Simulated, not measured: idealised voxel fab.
Presented below is a process module, voxel self aligned vias.
Cross-section cut: width 285 nm, square cells of 5 nm.
A cross-section is a grid of square cells, given in bands from the top down. A band is one or more rows of cells.
Each band's line starts with the height of the band's top and of its bottom, in nm. Then come its materials from left to right, each with its width in nm. One material with "throughout" fills the band from edge to edge. "empty" is empty space.
Heights from 0 (as-received wafer is one material below). Bottom band endless downward, as "0 -> down".
Think of "30->40" as a width that walks from the first number to the second as you go down the band, top row to bottom row, taking equal-sized steps from row to row.
Step note "no change occurred" = no cross-section cell changed.
What "Closed cavities" gives you is every empty space of 8 cells or more that is cut off from the top. Each appears as width x height at distance, with the distance taken from the left edge and width, height and distance all in nm.
Where a step's line continues beyond its settings, the continuation is a remark by the simulator itself on that step.
If you see "overlay nm" on a step's line and that step has a mask, it's telling you how far right of where it was planned the mask ended up; a negative number means it went left instead.

# Here's what the planned process steps look like
1 RECEIVE, material Si
2 CONFORMAL_DEP, material SiO2, thk nm 10
3 CONFORMAL_DEP, material SiCN, thk nm 5
4 DIRECTIONAL_DEP, material lowk, thk nm 20
5 DIRECTIONAL_DEP, material aC, thk nm 15
6 PATTERN, tone open, mask id LINES, material resist, width nm 25, pitch nm 55, thk nm 35, overlay nm 0
7 DIRECTIONAL_ETCH, etch materials aC, depth nm 15
8 STRIP, etch materials resist
9 DIRECTIONAL_ETCH, etch materials lowk, depth nm 20
10 STRIP, etch materials aC
11 CONFORMAL_DEP, material TiN, thk nm 5
12 FILL_DEP, material Ru, thk nm 10
13 CMP, height nm 35
14 SELECTIVE_ETCH, etch materials W Ru TiN, depth nm 10
15 FILL_DEP, material SiN, thk nm 10
16 CMP, height nm 35
17 DIRECTIONAL_DEP, material lowk, thk nm 15
18 DIRECTIONAL_DEP, material aC, thk nm 15
19 PATTERN, tone open, mask id VIAS, material resist, width nm 35, pitch nm 110, thk nm 35, overlay nm 0
20 DIRECTIONAL_ETCH, etch materials aC, depth nm 15
21 STRIP, etch materials resist
22 DIRECTIONAL_ETCH, etch materials lowk, depth nm 15
23 DIRECTIONAL_ETCH, etch materials SiN, depth nm 10
24 STRIP, etch materials aC
25 CONFORMAL_DEP, material TiN, thk nm 5
26 FILL_DEP, material W, thk nm 10
27 CMP, height nm 50
28 CONFORMAL_DEP, material SiN, thk nm 5

# First wafer, two in total, run as planned

# Cross-section of the wafer upon arrival, representing the state reached after step 1
    0 -> down  Si throughout
    Closed cavities: none

# Wafer after step 2 (cross-section)
    10 -> 0  SiO2 throughout
    Below a height of 0, the structure has not been altered.

# Wafer after step 3 (cross-section)
    15 -> 10  SiCN throughout
    Below a height of 10, the structure has not been altered.

# Wafer after step 4 (cross-section)
    35 -> 15  lowk throughout
    Below a height of 15, the structure has not been altered.

# Wafer after step 5 (cross-section)
    50 -> 35  aC throughout
    Below a height of 35, the structure has not been altered.

# Wafer after step 6 (cross-section)
    85 -> 50  resist 75 nm | empty 25 nm | resist 30 nm | empty 25 nm | resist 30 nm | empty 25 nm | resist 75 nm
    Below a height of 50, the structure has not been altered.

# Wafer after step 7 (cross-section)
    70 -> 50  resist 75 nm | empty 25 nm | resist 30 nm | empty 25 nm | resist 30 nm | empty 25 nm | resist 75 nm
    50 -> 35  aC 75 nm | empty 25 nm | aC 30 nm | empty 25 nm | aC 30 nm | empty 25 nm | aC 75 nm
    Below a height of 35, the structure has not been altered.

# Wafer after step 8 (cross-section)
    50 -> 35  aC 75 nm | empty 25 nm | aC 30 nm | empty 25 nm | aC 30 nm | empty 25 nm | aC 75 nm
    Below a height of 35, the structure has not been altered.

# Wafer after step 9 (cross-section)
    50 -> 35  aC 75 nm | empty 25 nm | aC 30 nm | empty 25 nm | aC 30 nm | empty 25 nm | aC 75 nm
    35 -> 15  lowk 75 nm | empty 25 nm | lowk 30 nm | empty 25 nm | lowk 30 nm | empty 25 nm | lowk 75 nm
    Below a height of 15, the structure has not been altered.

# Wafer after step 10 (cross-section)
    35 -> 15  lowk 75 nm | empty 25 nm | lowk 30 nm | empty 25 nm | lowk 30 nm | empty 25 nm | lowk 75 nm
    Below a height of 15, the structure has not been altered.

# Wafer after step 11 (cross-section)
    40 -> 35  TiN 80 nm | empty 15 nm | TiN 40 nm | empty 15 nm | TiN 40 nm | empty 15 nm | TiN 80 nm
    35 -> 20  lowk 75 nm | TiN 5 nm | empty 15 nm | TiN 5 nm | lowk 30 nm | TiN 5 nm | empty 15 nm | TiN 5 nm | lowk 30 nm | TiN 5 nm | empty 15 nm | TiN 5 nm | lowk 75 nm
    20 -> 15  lowk 75 nm | TiN 25 nm | lowk 30 nm | TiN 25 nm | lowk 30 nm | TiN 25 nm | lowk 75 nm
    Below a height of 15, the structure has not been altered.

# Wafer after step 12 (cross-section)
    50 -> 40  Ru throughout
    40 -> 35  TiN 80 nm | Ru 15 nm | TiN 40 nm | Ru 15 nm | TiN 40 nm | Ru 15 nm | TiN 80 nm
    35 -> 20  lowk 75 nm | TiN 5 nm | Ru 15 nm | TiN 5 nm | lowk 30 nm | TiN 5 nm | Ru 15 nm | TiN 5 nm | lowk 30 nm | TiN 5 nm | Ru 15 nm | TiN 5 nm | lowk 75 nm
    Below a height of 20, the structure has not been altered.

# Wafer after step 13 (cross-section)
    35 -> 20  lowk 75 nm | TiN 5 nm | Ru 15 nm | TiN 5 nm | lowk 30 nm | TiN 5 nm | Ru 15 nm | TiN 5 nm | lowk 30 nm | TiN 5 nm | Ru 15 nm | TiN 5 nm | lowk 75 nm
    Below a height of 20, the structure has not been altered.

# Wafer after step 14 (cross-section)
    35 -> 25  lowk 75 nm | empty 25 nm | lowk 30 nm | empty 25 nm | lowk 30 nm | empty 25 nm | lowk 75 nm
    Below a height of 25, the structure has not been altered.

# Wafer after step 15 (cross-section)
    45 -> 35  SiN throughout
    35 -> 25  lowk 75 nm | SiN 25 nm | lowk 30 nm | SiN 25 nm | lowk 30 nm | SiN 25 nm | lowk 75 nm
    Below a height of 25, the structure has not been altered.

# Wafer after step 16 (cross-section)
    35 -> 25  lowk 75 nm | SiN 25 nm | lowk 30 nm | SiN 25 nm | lowk 30 nm | SiN 25 nm | lowk 75 nm
    Below a height of 25, the structure has not been altered.

# Wafer after step 17 (cross-section)
    50 -> 35  lowk throughout
    Below a height of 35, the structure has not been altered.

# Wafer after step 18 (cross-section)
    65 -> 50  aC throughout
    Below a height of 50, the structure has not been altered.

# Wafer after step 19 (cross-section)
    100 -> 65  resist 70 nm | empty 35 nm | resist 75 nm | empty 35 nm | resist 70 nm
    Below a height of 65, the structure has not been altered.

# Wafer after step 20 (cross-section)
    85 -> 65  resist 70 nm | empty 35 nm | resist 75 nm | empty 35 nm | resist 70 nm
    65 -> 50  aC 70 nm | empty 35 nm | aC 75 nm | empty 35 nm | aC 70 nm
    Below a height of 50, the structure has not been altered.

# Wafer after step 21 (cross-section)
    65 -> 50  aC 70 nm | empty 35 nm | aC 75 nm | empty 35 nm | aC 70 nm
    Below a height of 50, the structure has not been altered.

# Wafer after step 22 (cross-section)
    65 -> 50  aC 70 nm | empty 35 nm | aC 75 nm | empty 35 nm | aC 70 nm
    50 -> 35  lowk 70 nm | empty 35 nm | lowk 75 nm | empty 35 nm | lowk 70 nm
    Below a height of 35, the structure has not been altered.

# Wafer after step 23 (cross-section)
    65 -> 50  aC 70 nm | empty 35 nm | aC 75 nm | empty 35 nm | aC 70 nm
    50 -> 35  lowk 70 nm | empty 35 nm | lowk 75 nm | empty 35 nm | lowk 70 nm
    35 -> 25  lowk 75 nm | empty 25 nm | lowk 30 nm | SiN 25 nm | lowk 30 nm | empty 25 nm | lowk 75 nm
    Below a height of 25, the structure has not been altered.

# Wafer after step 24 (cross-section)
    50 -> 35  lowk 70 nm | empty 35 nm | lowk 75 nm | empty 35 nm | lowk 70 nm
    Below a height of 35, the structure has not been altered.

# Wafer after step 25 (cross-section)
    55 -> 50  TiN 75 nm | empty 25 nm | TiN 85 nm | empty 25 nm | TiN 75 nm
    50 -> 40  lowk 70 nm | TiN 5 nm | empty 25 nm | TiN 5 nm | lowk 75 nm | TiN 5 nm | empty 25 nm | TiN 5 nm | lowk 70 nm
    40 -> 35  lowk 70 nm | TiN 10 nm | empty 15 nm | TiN 10 nm | lowk 75 nm | TiN 10 nm | empty 15 nm | TiN 10 nm | lowk 70 nm
    35 -> 30  lowk 75 nm | TiN 5 nm | empty 15 nm | TiN 5 nm | lowk 30 nm | SiN 25 nm | lowk 30 nm | TiN 5 nm | empty 15 nm | TiN 5 nm | lowk 75 nm
    30 -> 25  lowk 75 nm | TiN 25 nm | lowk 30 nm | SiN 25 nm | lowk 30 nm | TiN 25 nm | lowk 75 nm
    Below a height of 25, the structure has not been altered.

# Wafer after step 26 (cross-section)
    65 -> 55  W throughout
    55 -> 50  TiN 75 nm | W 25 nm | TiN 85 nm | W 25 nm | TiN 75 nm
    50 -> 40  lowk 70 nm | TiN 5 nm | W 25 nm | TiN 5 nm | lowk 75 nm | TiN 5 nm | W 25 nm | TiN 5 nm | lowk 70 nm
    40 -> 35  lowk 70 nm | TiN 10 nm | W 15 nm | TiN 10 nm | lowk 75 nm | TiN 10 nm | W 15 nm | TiN 10 nm | lowk 70 nm
    35 -> 30  lowk 75 nm | TiN 5 nm | W 15 nm | TiN 5 nm | lowk 30 nm | SiN 25 nm | lowk 30 nm | TiN 5 nm | W 15 nm | TiN 5 nm | lowk 75 nm
    Below a height of 30, the structure has not been altered.

# Wafer after step 27 (cross-section)
    50 -> 40  lowk 70 nm | TiN 5 nm | W 25 nm | TiN 5 nm | lowk 75 nm | TiN 5 nm | W 25 nm | TiN 5 nm | lowk 70 nm
    Below a height of 40, the structure has not been altered.

# Wafer after step 28 (cross-section)
    55 -> 50  SiN throughout
    Below a height of 50, the structure has not been altered.

# Notes, second wafer: start = first wafer's, plan = first wafer's, execution had one mistake; history identical to first through step 1

# The second wafer in cross-section, at the planned close of step 2
    5 -> 0  SiCN throughout
    Below a height of 0, the structure has not been altered.

# The second wafer in cross-section, at the planned close of step 3
    15 -> 5  SiO2 throughout
    Below a height of 5, the structure has not been altered.

# The second wafer in cross-section, at the planned close of step 4
    35 -> 15  lowk throughout
    Below a height of 15, the structure has not been altered.

# The second wafer in cross-section, at the planned close of step 5
    50 -> 35  aC throughout
    Below a height of 35, the structure has not been altered.

# The second wafer in cross-section, at the planned close of step 6
    85 -> 50  resist 75 nm | empty 25 nm | resist 30 nm | empty 25 nm | resist 30 nm | empty 25 nm | resist 75 nm
    Below a height of 50, the structure has not been altered.

# The second wafer in cross-section, at the planned close of step 7
    70 -> 50  resist 75 nm | empty 25 nm | resist 30 nm | empty 25 nm | resist 30 nm | empty 25 nm | resist 75 nm
    50 -> 35  aC 75 nm | empty 25 nm | aC 30 nm | empty 25 nm | aC 30 nm | empty 25 nm | aC 75 nm
    Below a height of 35, the structure has not been altered.

# The second wafer in cross-section, at the planned close of step 8
    50 -> 35  aC 75 nm | empty 25 nm | aC 30 nm | empty 25 nm | aC 30 nm | empty 25 nm | aC 75 nm
    Below a height of 35, the structure has not been altered.

# The second wafer in cross-section, at the planned close of step 9
    50 -> 35  aC 75 nm | empty 25 nm | aC 30 nm | empty 25 nm | aC 30 nm | empty 25 nm | aC 75 nm
    35 -> 15  lowk 75 nm | empty 25 nm | lowk 30 nm | empty 25 nm | lowk 30 nm | empty 25 nm | lowk 75 nm
    Below a height of 15, the structure has not been altered.

# The second wafer in cross-section, at the planned close of step 10
    35 -> 15  lowk 75 nm | empty 25 nm | lowk 30 nm | empty 25 nm | lowk 30 nm | empty 25 nm | lowk 75 nm
    Below a height of 15, the structure has not been altered.

# The second wafer in cross-section, at the planned close of step 11
    40 -> 35  TiN 80 nm | empty 15 nm | TiN 40 nm | empty 15 nm | TiN 40 nm | empty 15 nm | TiN 80 nm
    35 -> 20  lowk 75 nm | TiN 5 nm | empty 15 nm | TiN 5 nm | lowk 30 nm | TiN 5 nm | empty 15 nm | TiN 5 nm | lowk 30 nm | TiN 5 nm | empty 15 nm | TiN 5 nm | lowk 75 nm
    20 -> 15  lowk 75 nm | TiN 25 nm | lowk 30 nm | TiN 25 nm | lowk 30 nm | TiN 25 nm | lowk 75 nm
    Below a height of 15, the structure has not been altered.

# The second wafer in cross-section, at the planned close of step 12
    50 -> 40  Ru throughout
    40 -> 35  TiN 80 nm | Ru 15 nm | TiN 40 nm | Ru 15 nm | TiN 40 nm | Ru 15 nm | TiN 80 nm
    35 -> 20  lowk 75 nm | TiN 5 nm | Ru 15 nm | TiN 5 nm | lowk 30 nm | TiN 5 nm | Ru 15 nm | TiN 5 nm | lowk 30 nm | TiN 5 nm | Ru 15 nm | TiN 5 nm | lowk 75 nm
    Below a height of 20, the structure has not been altered.

# The second wafer in cross-section, at the planned close of step 13
    35 -> 20  lowk 75 nm | TiN 5 nm | Ru 15 nm | TiN 5 nm | lowk 30 nm | TiN 5 nm | Ru 15 nm | TiN 5 nm | lowk 30 nm | TiN 5 nm | Ru 15 nm | TiN 5 nm | lowk 75 nm
    Below a height of 20, the structure has not been altered.

# The second wafer in cross-section, at the planned close of step 14
    35 -> 25  lowk 75 nm | empty 25 nm | lowk 30 nm | empty 25 nm | lowk 30 nm | empty 25 nm | lowk 75 nm
    Below a height of 25, the structure has not been altered.

# The second wafer in cross-section, at the planned close of step 15
    45 -> 35  SiN throughout
    35 -> 25  lowk 75 nm | SiN 25 nm | lowk 30 nm | SiN 25 nm | lowk 30 nm | SiN 25 nm | lowk 75 nm
    Below a height of 25, the structure has not been altered.

# The second wafer in cross-section, at the planned close of step 16
    35 -> 25  lowk 75 nm | SiN 25 nm | lowk 30 nm | SiN 25 nm | lowk 30 nm | SiN 25 nm | lowk 75 nm
    Below a height of 25, the structure has not been altered.

# The second wafer in cross-section, at the planned close of step 17
    50 -> 35  lowk throughout
    Below a height of 35, the structure has not been altered.

# The second wafer in cross-section, at the planned close of step 18
    65 -> 50  aC throughout
    Below a height of 50, the structure has not been altered.

# The second wafer in cross-section, at the planned close of step 19
    100 -> 65  resist 70 nm | empty 35 nm | resist 75 nm | empty 35 nm | resist 70 nm
    Below a height of 65, the structure has not been altered.

# The second wafer in cross-section, at the planned close of step 20
    85 -> 65  resist 70 nm | empty 35 nm | resist 75 nm | empty 35 nm | resist 70 nm
    65 -> 50  aC 70 nm | empty 35 nm | aC 75 nm | empty 35 nm | aC 70 nm
    Below a height of 50, the structure has not been altered.

# The second wafer in cross-section, at the planned close of step 21
    65 -> 50  aC 70 nm | empty 35 nm | aC 75 nm | empty 35 nm | aC 70 nm
    Below a height of 50, the structure has not been altered.

# The second wafer in cross-section, at the planned close of step 22
    65 -> 50  aC 70 nm | empty 35 nm | aC 75 nm | empty 35 nm | aC 70 nm
    50 -> 35  lowk 70 nm | empty 35 nm | lowk 75 nm | empty 35 nm | lowk 70 nm
    Below a height of 35, the structure has not been altered.

# The second wafer in cross-section, at the planned close of step 23
    65 -> 50  aC 70 nm | empty 35 nm | aC 75 nm | empty 35 nm | aC 70 nm
    50 -> 35  lowk 70 nm | empty 35 nm | lowk 75 nm | empty 35 nm | lowk 70 nm
    35 -> 25  lowk 75 nm | empty 25 nm | lowk 30 nm | SiN 25 nm | lowk 30 nm | empty 25 nm | lowk 75 nm
    Below a height of 25, the structure has not been altered.

# The second wafer in cross-section, at the planned close of step 24
    50 -> 35  lowk 70 nm | empty 35 nm | lowk 75 nm | empty 35 nm | lowk 70 nm
    Below a height of 35, the structure has not been altered.

# The second wafer in cross-section, at the planned close of step 25
    55 -> 50  TiN 75 nm | empty 25 nm | TiN 85 nm | empty 25 nm | TiN 75 nm
    50 -> 40  lowk 70 nm | TiN 5 nm | empty 25 nm | TiN 5 nm | lowk 75 nm | TiN 5 nm | empty 25 nm | TiN 5 nm | lowk 70 nm
    40 -> 35  lowk 70 nm | TiN 10 nm | empty 15 nm | TiN 10 nm | lowk 75 nm | TiN 10 nm | empty 15 nm | TiN 10 nm | lowk 70 nm
    35 -> 30  lowk 75 nm | TiN 5 nm | empty 15 nm | TiN 5 nm | lowk 30 nm | SiN 25 nm | lowk 30 nm | TiN 5 nm | empty 15 nm | TiN 5 nm | lowk 75 nm
    30 -> 25  lowk 75 nm | TiN 25 nm | lowk 30 nm | SiN 25 nm | lowk 30 nm | TiN 25 nm | lowk 75 nm
    Below a height of 25, the structure has not been altered.

# The second wafer in cross-section, at the planned close of step 26
    65 -> 55  W throughout
    55 -> 50  TiN 75 nm | W 25 nm | TiN 85 nm | W 25 nm | TiN 75 nm
    50 -> 40  lowk 70 nm | TiN 5 nm | W 25 nm | TiN 5 nm | lowk 75 nm | TiN 5 nm | W 25 nm | TiN 5 nm | lowk 70 nm
    40 -> 35  lowk 70 nm | TiN 10 nm | W 15 nm | TiN 10 nm | lowk 75 nm | TiN 10 nm | W 15 nm | TiN 10 nm | lowk 70 nm
    35 -> 30  lowk 75 nm | TiN 5 nm | W 15 nm | TiN 5 nm | lowk 30 nm | SiN 25 nm | lowk 30 nm | TiN 5 nm | W 15 nm | TiN 5 nm | lowk 75 nm
    Below a height of 30, the structure has not been altered.

# The second wafer in cross-section, at the planned close of step 27
    50 -> 40  lowk 70 nm | TiN 5 nm | W 25 nm | TiN 5 nm | lowk 75 nm | TiN 5 nm | W 25 nm | TiN 5 nm | lowk 70 nm
    Below a height of 40, the structure has not been altered.

# The second wafer in cross-section, at the planned close of step 28
    55 -> 50  SiN throughout
    Below a height of 50, the structure has not been altered.
Nonconformance to the process plan: mixed up steps 2 and 3 - ran each in the other's place
Tallied in cells, the final second wafer holds each material in the same quantity as the first, although not at the same places.
